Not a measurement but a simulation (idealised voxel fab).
The following process module bears the name voxel gate over fins.
Each square cell in cross-section cut measures 5 nm, and the section as a whole is 235 nm wide.
Bands, listed from the top down, are how a cross-section gets written in this document; the cross-section itself is a grid of square cells, and a band is one or more rows of them. This entry defines a band. It first specifies the height of the band's top and the height of its bottom in nm, and then specifies the band's materials from left to right, stating each material with its width in nm. The word "all across" identifies a single material that fills the band from edge to edge, while the word "blank" identifies empty space. Height datum 0, below which the as-received substrate wafer is one material. Lowest band open at the bottom, running downward: "z 0 and below". A two-number width, for instance "30..40", indicates that the width is equal to the first number in the top row of the band and to the second number in the bottom row, and that it changes by a constant amount per row of cells. Given "everything unchanged" for a step, no cell of the cross-section differs between before and after that step. "Enclosed void catalog" - sealed voids, min. 8 cells, no opening to top; format: width x height at distance (distance from left edge; nm throughout). Heads up: the bit after the settings on a step's line is the simulator's remark on that step. overlay nm: on a step with a mask, how far right of its planned place the mask lay; negative means left.
# Intended process steps
1: op RECEIVE | material Si
2: op CONFORMAL_DEP | material SiN | thk nm 5
3: op MASKED_ETCH | tone cover | mask id FINS | width nm 15 | pitch nm 55 | etch materials SiN | depth nm 5 | overlay nm 0
4: op MASKED_ETCH | tone cover | mask id FINS | width nm 15 | pitch nm 55 | etch materials Si | depth nm 40 | overlay nm 0
5: op OXIDIZE | depth nm 5
6: op FILL_DEP | material SiO2 | thk nm 10
7: op CMP | height nm 5
8: op PATTERN | tone open | mask id RAIL | material resist | width nm 15 | thk nm 20 | overlay nm 0
9: op DIRECTIONAL_ETCH | etch materials SiO2 | depth nm 40
10: op STRIP | etch materials resist
11: op CONFORMAL_DEP | material TiN | thk nm 5
12: op FILL_DEP | material Ru | thk nm 5
13: op CMP | height nm 5
14: op SELECTIVE_ETCH | etch materials W Ru TiN | depth nm 25
15: op FILL_DEP | material SiO2 | thk nm 5
16: op CMP | height nm 5
17: op SELECTIVE_ETCH | etch materials SiO2 | depth nm 15
18: op STRIP | etch materials SiN
19: op CONFORMAL_DEP | material HfO2 | thk nm 5
20: op CONFORMAL_DEP | material TiN | thk nm 5
21: op CONFORMAL_DEP | material TiAl | thk nm 5
22: op CONFORMAL_DEP | material TiN | thk nm 5
23: op FILL_DEP | material W | thk nm 15
24: op CMP | height nm 30
25: op CONFORMAL_DEP | material SiN | thk nm 5
The value of width nm given for step 3 in the plan refers to the first wafer; the wafers vary in this setting and are alike at the start.
# Cross-section of the first of several wafers as received (after step 1)
> z 0 and below: Si all across
> Enclosed void catalog: none
# Here is the cross-section of the first of several wafers at the end of the module, after its last step, step 25
> z 35 to 30: SiN all across
> z 30 to 20: W all across
> z 20 to 15: W 65, TiN 45, W 10, TiN 45, W 70
> z 15 to 10: W 65, TiN 5, TiAl 35, TiN 5, W 10, TiN 5, TiAl 35, TiN 5, W 70
> z 10 to 5: TiN 70, TiAl 5, TiN 25, TiAl 5, TiN 20, TiAl 5, TiN 25, TiAl 5, TiN 75
> z 5 to 0: TiAl 75, TiN 5, HfO2 15, TiN 5, TiAl 30, TiN 5, HfO2 15, TiN 5, TiAl 80
> z 0 to -5: TiN 80, HfO2 5, Si 5, HfO2 5, TiN 40, HfO2 5, Si 5, HfO2 5, TiN 85
> z -5 to -10: HfO2 85, Si 5, HfO2 50, Si 5, HfO2 90
> z -10 to -20: SiO2 85, Si 5, SiO2 50, Si 5, SiO2 90
> z -20 to -30: SiO2 85, Si 5, SiO2 15, TiN 5, Ru 5, TiN 5, SiO2 20, Si 5, SiO2 90
> z -30 to -35: SiO2 85, Si 5, SiO2 15, TiN 15, SiO2 20, Si 5, SiO2 90
> z -35 to -45: SiO2 85, Si 5, SiO2 50, Si 5, SiO2 90
> z -45 and below: Si all across
> Enclosed void catalog: none
# Cross-section of the last wafer at end of module
> z 35 to 30: SiN all across
> z 30 to 20: W all across
> z 20 to 15: W 60, TiN 115, W 60
> z 15 to 10: W 60, TiN 5, TiAl 50, TiN 5, TiAl 50, TiN 5, W 60
> z 10 to 5: TiN 65, TiAl 5, TiN 40, TiAl 5, TiN 5, TiAl 5, TiN 40, TiAl 5, TiN 65
> z 5 to 0: TiAl 70, TiN 5, HfO2 30, TiN 5, TiAl 15, TiN 5, HfO2 30, TiN 5, TiAl 70
> z 0 to -5: TiN 75, HfO2 5, Si 20, HfO2 5, TiN 25, HfO2 5, Si 20, HfO2 5, TiN 75
> z -5 to -10: HfO2 80, Si 20, HfO2 35, Si 20, HfO2 80
> z -10 to -20: SiO2 80, Si 20, SiO2 35, Si 20, SiO2 80
> z -20 to -30: SiO2 80, Si 20, SiO2 5, TiN 5, Ru 5, TiN 5, SiO2 15, Si 20, SiO2 80
> z -30 to -35: SiO2 80, Si 20, SiO2 5, TiN 15, SiO2 15, Si 20, SiO2 80
> z -35 to -45: SiO2 80, Si 20, SiO2 35, Si 20, SiO2 80
> z -45 and below: Si all across
> Enclosed void catalog: none
# Here is how to read the rows: every wafer has a row, and it shows the wafer at the end of the module, giving for each material how many cells were gained (+) or lost (-) since the wafer was received, then listing its closed voids
width nm 15, +55 HfO2, +2 Ru, -405 Si, +47 SiN, +306 SiO2, +55 TiAl, +117 TiN, +152 W, Enclosed void catalog: none
width nm 20, +55 HfO2, +2 Ru, -387 Si, +47 SiN, +292 SiO2, +55 TiAl, +117 TiN, +148 W, Enclosed void catalog: none
width nm 25, +55 HfO2, +2 Ru, -369 Si, +47 SiN, +278 SiO2, +55 TiAl, +117 TiN, +144 W, Enclosed void catalog: none
width nm 30, +55 HfO2, +2 Ru, -351 Si, +47 SiN, +264 SiO2, +55 TiAl, +115 TiN, +142 W, Enclosed void catalog: none
